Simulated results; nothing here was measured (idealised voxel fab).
The name of this process module is voxel gate over fins.
Cross-section cut: width 145 nm, square cells of 5 nm.
Notation: cross-section as square-cell grid; stated in bands, top first, going down; one or more cell rows per band. Top, bottom (nm), then materials left to right with widths (nm); lone material tagged "everywhere" fills the whole band edge to edge; "air" = empty space. Measure heights from 0. That's the level where, below it, the as-received wafer is all one material. The lowest band is bottomless and extends downward; write it as in "0..down". The expression "30..40" gives the width at the extremes of the band, the first number at its top row of cells and the second at its bottom row, with the width changing by equal amounts from each row to the next in between. Basically "nothing different" means that step didn't change any cell in the cross-section. Reported under the label "Closed cavities" are the empty spaces having no open way to the top and comprising 8 cells or more; the notation for each is width x height at distance, in which the distance is measured from the left edge and all three values are in nm. Post-settings text on a step line: simulator's own remark regarding the step. overlay nm: for a step with a mask, the amount by which the mask lay right of where it was planned; a negative amount means left of it.

**Process steps (planned)**
1,RECEIVE: material Si
2,CONFORMAL_DEP: material SiN, thk nm 5
3,MASKED_ETCH: tone cover, mask id FINS, width nm 15, pitch nm 35, etch materials SiN, depth nm 5, overlay nm 0
4,MASKED_ETCH: tone cover, mask id FINS, width nm 15, pitch nm 35, etch materials Si, depth nm 30, overlay nm 0
5,FILL_DEP: material SiO2, thk nm 10
6,CMP: height nm -5
7,SELECTIVE_ETCH: etch materials SiO2, depth nm 20
8,STRIP: etch materials SiN
9,CONFORMAL_DEP: material HfO2, thk nm 5
10,CONFORMAL_DEP: material TiN, thk nm 5
11,CONFORMAL_DEP: material TiAl, thk nm 5
12,CONFORMAL_DEP: material TiN, thk nm 5
13,FILL_DEP: material W, thk nm 10
14,CMP: height nm 25
15,CONFORMAL_DEP: material SiN, thk nm 5
Every wafer here starts from the same state; it is the step 6 height nm that distinguishes them, and the value the plan gives belongs to the first wafer.

**Cross-section of the first of several wafers on receipt, reflecting completion of step 1**
    0..down  Si everywhere
    Closed cavities: none

**So in this table every wafer gets its own row, and what you see is where it stands at the end of the module: for each material, how many cells it picked up (+) or gave up (-) since we received it, and after that its closed voids**
height nm -5, +45 HfO2, -144 Si, +29 SiN, +23 SiO2, +37 TiAl, +82 TiN, +102 W, Closed cavities: none
height nm 0, +45 HfO2, -138 Si, +29 SiN, +46 SiO2, +37 TiAl, +82 TiN, +73 W, Closed cavities: none
height nm 5, +41 HfO2, -138 Si, +29 SiN, +69 SiO2, +35 TiAl, +76 TiN, +62 W, Closed cavities: none
height nm 10, +37 HfO2, -138 Si, +29 SiN, +92 SiO2, +33 TiAl, +70 TiN, +51 W, Closed cavities: none
height nm 15, +33 HfO2, -138 Si, +29 SiN, +115 SiO2, +31 TiAl, +64 TiN, +40 W, Closed cavities: none
